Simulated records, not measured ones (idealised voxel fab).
The following is a process module called voxel fin reveal.
For reference, the cross-section in this document is cut, with width 295 nm and square cells of 5 nm.
Heads up, the way a cross-section reads in here is a grid of square cells, handed over as bands from the top down, with every band being one or more rows of cells.
Per band: top height and bottom height in nm, followed by the left-to-right materials and their widths in nm; "full width" marks a single material spanning edge to edge, "air" marks empty space.
Below 0: as-received wafer, all one material; heights counted from there. Lowest band: no bottom, goes on down, written "0 nm and below".
A two-number width, for instance "30->40", indicates that the width is equal to the first number in the top row of the band and to the second number in the bottom row, and that it changes by a constant amount per row of cells.
The designation "stayed the same", where it is given for a processing step, indicates that no cell of the cross-section was altered in the course of that step.
"Fully sealed voids" - sealed voids, min. 8 cells, no opening to top; format: width x height at distance (distance from left edge; nm throughout).
Step line, after settings: the simulator's comment on this step.
overlay nm, on a step with a mask: how far to the right of its planned place the mask lay; to the left if negative
List of planned process steps
1. RECEIVE: material Si
2. CONFORMAL_DEP: material SiN, thk nm 5
3. PATTERN: tone cover, mask id FINS, material resist, width nm 15, pitch nm 35, thk nm 15, overlay nm 0
4. DIRECTIONAL_ETCH: etch materials SiN, depth nm 5
5. DIRECTIONAL_ETCH: etch materials Si, depth nm 35
6. STRIP: etch materials resist
7. FILL_DEP: material SiO2, thk nm 15
8. CMP: height nm 5
9. SELECTIVE_ETCH: etch materials SiO2, depth nm 25
10. STRIP: etch materials SiN
11. CONFORMAL_DEP: material HfO2, thk nm 5
Here's what the wafer looked like in cross-section when it arrived - that's after step 1
- 0 nm and below: Si full width
- Fully sealed voids: none
The module was run from the start shown above using the plan shown above, but one mistake was made doing it; the resulting wafer cross-section is below
- 0 nm to -5 nm: air 80; HfO2 25; air 10; HfO2 25; air 10; HfO2 25; air 10; HfO2 25; air 85
- -5 nm to -25 nm: air 80; HfO2 5; Si 15; HfO2 5; air 10; HfO2 5; Si 15; HfO2 5; air 10; HfO2 5; Si 15; HfO2 5; air 10; HfO2 5; Si 15; HfO2 5; air 85
- -25 nm to -30 nm: HfO2 85; Si 15; HfO2 20; Si 15; HfO2 20; Si 15; HfO2 20; Si 15; HfO2 90
- -30 nm to -35 nm: SiO2 85; Si 15; SiO2 20; Si 15; SiO2 20; Si 15; SiO2 20; Si 15; SiO2 90
- -35 nm and below: Si full width
- Fully sealed voids: none
what went wrong: step 8 ran differently from the plan; actual operation with settings: CMP: height nm -5
